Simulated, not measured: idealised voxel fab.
The name of this process module is voxel released beams.
We display cut, a cross-section 245 nm in width whose square cells are each 5 nm.
A cross-section is written here as square cells arranged in a grid, and it is given in bands from the top down, each band taking up one or more rows of cells.
Read a band's entry like this: the first values are the height of its top and the height of its bottom in nm, and what follows is the sequence of materials from left to right, each with its width in nm. Note that "empty" is empty space, and that a single material marked "throughout" reaches across the band from edge to edge.
Height 0 is the level under which the wafer as received is all one material. The lowest band goes on downwards, as in "0 nm and below".
Per-row width for "30..40": begins at first number (top row of band), ends at second number (bottom row), increment between rows held constant.
Reading "no alterations made" for a step: not a cell of the cross-section changed in it.
The list in "Entrapped void list" covers empty spaces of 8 cells or more that cannot reach the top through any open way, and it gives each as width x height at distance; the distance is from the left edge, and width, height and distance are in nm.
Past the settings on a step's line: simulator remark, on that step.
overlay nm: right-of-plan distance of the mask on a masked step; negative values mean left-of-plan.
[Planned step list for the process]
1: RECEIVE [material Si]
2: CONFORMAL_DEP [material SiN] [thk nm 10]
3: DIRECTIONAL_DEP [material SiO2] [thk nm 15]
4: PATTERN [tone open] [mask id ANCHOR] [material resist] [width nm 45] [thk nm 15] [overlay nm 0]
5: DIRECTIONAL_ETCH [etch materials SiO2] [depth nm 15]
6: STRIP [etch materials resist]
7: CONFORMAL_DEP [material TiN] [thk nm 15]
8: PATTERN [tone cover] [mask id BEAM] [material resist] [width nm 95] [thk nm 15] [overlay nm 0]
9: DIRECTIONAL_ETCH [etch materials TiN] [depth nm 15]
10: STRIP [etch materials resist]
11: STRIP [etch materials SiO2]
[As-received wafer cross-section (after step 1)]
0 nm and below: Si throughout
Entrapped void list: none
[Wafer cross-section at module end: first of two, run to plan]
40 nm to 25 nm: empty=70 / TiN=20 / empty=15 / TiN=60 / empty=80
25 nm to 10 nm: empty=75 / TiN=45 / empty=125
10 nm to 0 nm: SiN throughout
0 nm and below: Si throughout
Entrapped void list: none
[End-of-module cross-section of the second wafer: identical starting point and process plan to the first, with one processing mistake]
40 nm to 25 nm: empty=70 / TiN=20 / empty=15 / TiN=65 / empty=75
25 nm to 10 nm: empty=75 / TiN=45 / empty=125
10 nm to 0 nm: SiN throughout
0 nm and below: Si throughout
Entrapped void list: none
Diagnosis: step 8 changed vs plan, executed as PATTERN [tone cover] [mask id BEAM] [material resist] [width nm 100] [thk nm 15] [overlay nm 0]
End check, counted in cells, second wafer has more or fewer of these materials than the first: TiN: 3 more
